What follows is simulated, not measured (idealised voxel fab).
process module | voxel ribs on slabs
cross-section cut | 265 nm wide | cells 5 nm
A cross-section is a grid of square cells, given in bands from the top down. A band is one or more rows of cells.
Each band's line starts with the height of the band's top and of its bottom, in nm. Then come its materials from left to right, each with its width in nm. One material with "throughout" fills the band from edge to edge. "air" is empty space.
Height 0 is the level under which the wafer as received is all one material. The lowest band goes on downwards, as in "0 down".
A width such as "30 to 40" changes by the same amount from each row of cells to the next, from the band's top row to its bottom row.
"no change" after a step means that no cell of the cross-section changed.
closed voids: empty space of 8 cells or more with no open way to the top, each as width x height at its distance from the left edge, in nm
after a step's settings: what the simulator itself notes on the step
overlay nm, on a step with a mask: how far to the right of its planned place the mask lay; to the left if negative
plan
1 op RECEIVE | material Si
2 op DIRECTIONAL_DEP | material SiO2 | thk nm 30
3 op DIRECTIONAL_DEP | material polySi | thk nm 20
4 op DIRECTIONAL_DEP | material aC | thk nm 10
5 op PATTERN | tone cover | mask id RIB | material resist | width nm 25 | thk nm 25 | overlay nm 0
6 op DIRECTIONAL_ETCH | etch materials aC | depth nm 10
7 op STRIP | etch materials resist
8 op DIRECTIONAL_ETCH | etch materials polySi | depth nm 10
9 op STRIP | etch materials aC
10 op MASKED_ETCH | tone cover | mask id SLAB | width nm 85 | etch materials polySi | depth nm 10 | overlay nm 0
11 op FILL_DEP | material SiO2 | thk nm 30
12 op CMP | height nm 70
13 op DIRECTIONAL_DEP | material TiN | thk nm 5
14 op DIRECTIONAL_DEP | material aC | thk nm 10
15 op PATTERN | tone cover | mask id HEATER | material resist | width nm 35 | thk nm 30 | overlay nm 0
16 op DIRECTIONAL_ETCH | etch materials aC | depth nm 10
17 op STRIP | etch materials resist
18 op DIRECTIONAL_ETCH | etch materials TiN | depth nm 5
19 op STRIP | etch materials aC
20 op CONFORMAL_DEP | material SiN | thk nm 5
as received, after step 1
  0 down: Si throughout
  closed voids: none
a wafer at the end: this start, this plan, one mistake
  80 to 75: air 110 | SiN 45 | air 110
  75 to 70: SiN 115 | TiN 35 | SiN 115
  70 to 50: SiO2 throughout
  50 to 40: SiO2 120 | polySi 25 | SiO2 120
  40 to 30: SiO2 95 | polySi 75 | SiO2 95
  30 to 0: SiO2 throughout
  0 down: Si throughout
  closed voids: none
what went wrong: step 10 ran as: op MASKED_ETCH | tone cover | mask id SLAB | width nm 75 | etch materials polySi | depth nm 10 | overlay nm 0
